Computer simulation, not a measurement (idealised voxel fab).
Process module, titled voxel capacitor over wiring
We display cut, a cross-section 145 nm in width whose square cells are each 5 nm.
When this document writes out a cross-section, it uses a grid of square cells and lists it as bands, beginning at the top and moving down, with a band standing for one or more rows of cells. Each band's line starts with the height of the band's top and of its bottom, in nm. Then come its materials from left to right, each with its width in nm. One material with "throughout" fills the band from edge to edge. "air" is empty space. Where do heights start? At 0: under that level the wafer as delivered is made of one material only. And the lowest band has no floor; it just carries on downward, as in "z 0 and below". Think of "30..40" as a width that walks from the first number to the second as you go down the band, top row to bottom row, taking equal-sized steps from row to row. It should be understood that the words "nothing was modified", when stated for a given step, signify that the cross-section underwent no change in any of its cells during that step. "Catalogued sealed voids" contains a list of empty spaces, each no smaller than 8 cells and without an open way to the top, written in the form width x height at distance with the distance from the left edge and all three in nm. Formally, on a step line, whatever follows the settings is a remark that the simulator itself makes on the step. overlay nm: on a step with a mask, how far right of its planned place the mask lay; negative means left.
# Process steps - plan
1) RECEIVE with material Si
2) CONFORMAL_DEP with material SiO2, thk nm 10
3) CONFORMAL_DEP with material SiN, thk nm 5
4) DIRECTIONAL_DEP with material SiO2, thk nm 15
5) PATTERN with tone open, mask id METAL_1, material resist, width nm 20, pitch nm 75, thk nm 15, overlay nm 0
6) DIRECTIONAL_ETCH with etch materials SiO2, depth nm 15
7) DIRECTIONAL_ETCH with etch materials SiN, depth nm 5
8) STRIP with etch materials resist
9) CONFORMAL_DEP with material TiN, thk nm 5
10) FILL_DEP with material Cu, thk nm 5
11) CMP with height nm 30
12) CONFORMAL_DEP with material SiCN, thk nm 5
13) DIRECTIONAL_DEP with material SiO2, thk nm 20
14) PATTERN with tone open, mask id PLUG_1, material resist, width nm 15, thk nm 15, overlay nm 0
15) DIRECTIONAL_ETCH with etch materials SiO2, depth nm 20
16) DIRECTIONAL_ETCH with etch materials SiCN, depth nm 5
17) STRIP with etch materials resist
18) CONFORMAL_DEP with material TiN, thk nm 5
19) FILL_DEP with material Cu, thk nm 10
20) CMP with height nm 55
21) DIRECTIONAL_DEP with material TiN, thk nm 5
22) DIRECTIONAL_DEP with material SiN, thk nm 5
23) DIRECTIONAL_DEP with material TiN, thk nm 5
24) PATTERN with tone cover, mask id UPPER_PLATE, material resist, width nm 60, thk nm 15, overlay nm 0
25) DIRECTIONAL_ETCH with etch materials TiN, depth nm 5
26) DIRECTIONAL_ETCH with etch materials SiN, depth nm 5
27) STRIP with etch materials resist
28) PATTERN with tone cover, mask id LOWER_PLATE, material resist, width nm 60, thk nm 20, overlay nm 0
29) DIRECTIONAL_ETCH with etch materials TiN, depth nm 5
30) STRIP with etch materials resist
31) FILL_DEP with material SiO2, thk nm 20
32) CMP with height nm 85
33) PATTERN with tone open, mask id PLUG_2, material resist, width nm 15, thk nm 15, overlay nm 0
34) DIRECTIONAL_ETCH with etch materials SiO2, depth nm 15
35) STRIP with etch materials resist
36) CONFORMAL_DEP with material TiN, thk nm 5
37) FILL_DEP with material Ru, thk nm 10
38) CMP with height nm 85
39) CONFORMAL_DEP with material SiN, thk nm 5
Keep in mind the plan's value for the width nm of step 28 comes from the first wafer; the wafers don't share that setting, but they do share the same starting point.
# Sectional view: first of several wafers, as received, after step 1
z 0 and below: Si throughout
Catalogued sealed voids: none
# The table below has one row for each wafer; a row shows, as of the end of the module, how many cells of each material the wafer has gained, marked (+), or lost, marked (-), since it was received, and then the wafer's closed voids
width nm 60 | +16 Cu | +2 Ru | +26 SiCN | +62 SiN | +354 SiO2 | +62 TiN | Catalogued sealed voids: none
width nm 65 | +16 Cu | +2 Ru | +26 SiCN | +62 SiN | +353 SiO2 | +63 TiN | Catalogued sealed voids: none
width nm 70 | +16 Cu | +2 Ru | +26 SiCN | +62 SiN | +352 SiO2 | +64 TiN | Catalogued sealed voids: none
width nm 75 | +16 Cu | +2 Ru | +26 SiCN | +62 SiN | +351 SiO2 | +65 TiN | Catalogued sealed voids: none
width nm 80 | +16 Cu | +2 Ru | +26 SiCN | +62 SiN | +350 SiO2 | +66 TiN | Catalogued sealed voids: none
width nm 85 | +16 Cu | +2 Ru | +26 SiCN | +62 SiN | +349 SiO2 | +67 TiN | Catalogued sealed voids: none
